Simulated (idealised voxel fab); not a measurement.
Title: Process Module voxel capacitor over wiring
For reference, the cross-section in this document is cut, with width 190 nm and square cells of 5 nm.
When this document writes out a cross-section, it uses a grid of square cells and lists it as bands, beginning at the top and moving down, with a band standing for one or more rows of cells.
A band entry consists of two parts. The first gives the height of the band's top and the height of its bottom, in nm. The rest lists the band's materials from left to right, each with its width in nm. A single material labelled with the word "throughout" fills the band from edge to edge, and the word "empty" marks empty space.
Heights are reckoned from 0. Under this level, the received wafer is all of one material. The bottommost band is open-ended downward, for example "0 and below".
Width spec "30..40" -> top row of cells at first value, bottom row at second value, equal per-row change in between.
Given "no alterations made" for a step, no cell of the cross-section differs between before and after that step.
Listed in "Sealed internal voids": every empty space of 8 or more cells without an open way to the top. Form: width x height at distance, the distance being from the left edge, all in nm.
Note: text after step settings on the step line = simulator remark on that step.
"overlay nm" on a masked step: distance the mask lay right of its planned place, negative for left.
**List of planned process steps**
- 1: RECEIVE with material Si
- 2: CONFORMAL_DEP with material SiO2, thk nm 15
- 3: CONFORMAL_DEP with material SiCN, thk nm 5
- 4: DIRECTIONAL_DEP with material lowk, thk nm 20
- 5: PATTERN with tone open, mask id METAL_1, material resist, width nm 30, pitch nm 95, thk nm 15, overlay nm 0
- 6: DIRECTIONAL_ETCH with etch materials lowk, depth nm 20
- 7: DIRECTIONAL_ETCH with etch materials SiCN, depth nm 5
- 8: STRIP with etch materials resist
- 9: CONFORMAL_DEP with material TiN, thk nm 5
- 10: FILL_DEP with material Ru, thk nm 5
- 11: CMP with height nm 40
- 12: EPI with material Ru, thk nm 5
- 13: FILL_DEP with material SiCN, thk nm 5
- 14: DIRECTIONAL_DEP with material SiO2, thk nm 10
- 15: PATTERN with tone open, mask id PLUG_1, material resist, width nm 15, thk nm 15, overlay nm 0
- 16: DIRECTIONAL_ETCH with etch materials SiO2, depth nm 10
- 17: DIRECTIONAL_ETCH with etch materials SiCN, depth nm 5
- 18: STRIP with etch materials resist
- 19: EPI with material Ru, thk nm 10
- 20: EPI with material Ru, thk nm 5
- 21: DIRECTIONAL_DEP with material TiN, thk nm 10
- 22: DIRECTIONAL_DEP with material HfO2, thk nm 5
- 23: DIRECTIONAL_DEP with material TiN, thk nm 5
- 24: PATTERN with tone cover, mask id UPPER_PLATE, material resist, width nm 70, thk nm 15, overlay nm 0
- 25: DIRECTIONAL_ETCH with etch materials TiN, depth nm 5
- 26: DIRECTIONAL_ETCH with etch materials HfO2, depth nm 5
- 27: STRIP with etch materials resist
- 28: MASKED_ETCH with tone cover, mask id LOWER_PLATE, width nm 80, etch materials TiN, depth nm 10, overlay nm 0
- 29: FILL_DEP with material SiO2, thk nm 15
- 30: CMP with height nm 90
- 31: DIRECTIONAL_DEP with material aC, thk nm 15
- 32: PATTERN with tone open, mask id PLUG_2, material resist, width nm 15, thk nm 35, overlay nm 0
- 33: DIRECTIONAL_ETCH with etch materials aC, depth nm 15
- 34: STRIP with etch materials resist
- 35: DIRECTIONAL_ETCH with etch materials SiO2, depth nm 10
- 36: STRIP with etch materials aC
- 37: CONFORMAL_DEP with material TiN, thk nm 5
- 38: FILL_DEP with material Ru, thk nm 5
- 39: CMP with height nm 90
- 40: CONFORMAL_DEP with material SiCN, thk nm 5
**Cross-section of the wafer at receipt, which is the condition after step 1**
* 0 and below  Si throughout
* Sealed internal voids: none
**Wafer at module end, in section. Began as above, planned as above, run with one mistake**
* 95 down to 90  SiCN throughout
* 90 down to 85  SiO2 (55), TiN (15), SiO2 (120)
* 85 down to 80  SiO2 (45), TiN (5), SiO2 (5), TiN (60), SiO2 (75)
* 80 down to 75  SiO2 (45), HfO2 (5), TiN (5), HfO2 (60), SiO2 (75)
* 75 down to 70  Ru (50), HfO2 (5), Ru (135)
* 70 down to 65  TiN (45), Ru (15), TiN (130)
* 65 down to 60  TiN throughout
* 60 down to 55  SiO2 (45), TiN (15), SiO2 (130)
* 55 down to 50  SiO2 (45), Ru (15), SiO2 (130)
* 50 down to 45  SiCN (45), Ru (15), SiCN (130)
* 45 down to 40  SiCN (25), Ru (40), SiCN (55), Ru (40), SiCN (30)
* 40 down to 20  lowk (30), TiN (5), Ru (20), TiN (5), lowk (65), TiN (5), Ru (20), TiN (5), lowk (35)
* 20 down to 15  SiCN (30), TiN (30), SiCN (65), TiN (30), SiCN (35)
* 15 down to 0  SiO2 throughout
* 0 and below  Si throughout
* Sealed internal voids: none
The plan and the run diverged here: the intended sequence of steps 20 and 21 was reversed during processing, with each occupying the position of the other
